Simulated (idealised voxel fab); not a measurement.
The process module that follows is named voxel local oxidation.
Displayed cross-section: cut, width of 155 nm, square cells sized 5 nm.
A cross-section is a grid of square cells, given in bands from the top down. A band is one or more rows of cells.
Band: top and bottom heights (nm) first, top before bottom; then materials from left to right, widths in nm. "full width" marks a sole material filling the band edge to edge. "empty" denotes empty space.
Counting heights begins at 0, where everything beneath is, in the wafer as received, one material. The lowest band has no bottom; it goes on downwards, as "z 0 and below" shows.
It should be noted that a width expressed as "30 to 40" varies in equal increments from row to row of cells within the band, taking the value of the first number at the top row and that of the second number at the bottom row.
Key: "everything unchanged" - step with no changed cell in the cross-section.
The entry "Closed void roster" lists the empty spaces that cover at least 8 cells and have no open path to the top. Each is written as width x height at distance, where the distance is measured from the left edge and all three values are in nm.
If you see something after the settings on a step's line, that's the simulator's own remark about that step.
overlay nm: mask offset rightward from planned place, masked step; negative means leftward offset.
[List of planned process steps]
1,RECEIVE | material Si
2,CONFORMAL_DEP | material SiO2 | thk nm 5
3,CONFORMAL_DEP | material SiN | thk nm 10
4,DIRECTIONAL_DEP | material aC | thk nm 15
5,PATTERN | tone cover | mask id ACTIVE | material resist | width nm 125 | thk nm 30 | overlay nm 0
6,DIRECTIONAL_ETCH | etch materials aC | depth nm 15
7,STRIP | etch materials resist
8,DIRECTIONAL_ETCH | etch materials SiN | depth nm 5
9,STRIP | etch materials aC
10,SELECTIVE_ETCH | etch materials SiO2 | depth nm 5
11,OXIDIZE | depth nm 10
12,STRIP | etch materials SiN
varied across the wafers: depth nm of step 8. The plan shows the first wafer's value. All wafers start alike
[So this is the first of several wafers, cross-sectioned as it came to us, meaning it's at the end of step 1]
    z 0 and below  Si full width
    Closed void roster: none
[The following table contains a row per wafer, in which are reported, at the conclusion of the module, the cells of each material gained (+) or lost (-) since the wafer's receipt, with its closed voids given thereafter]
depth nm 5 | +31 SiO2 | Closed void roster: none
depth nm 10 | -24 Si | +47 SiO2 | Closed void roster: none
depth nm 15 | -24 Si | +47 SiO2 | Closed void roster: none
depth nm 20 | -24 Si | +47 SiO2 | Closed void roster: none
depth nm 25 | -24 Si | +47 SiO2 | Closed void roster: none
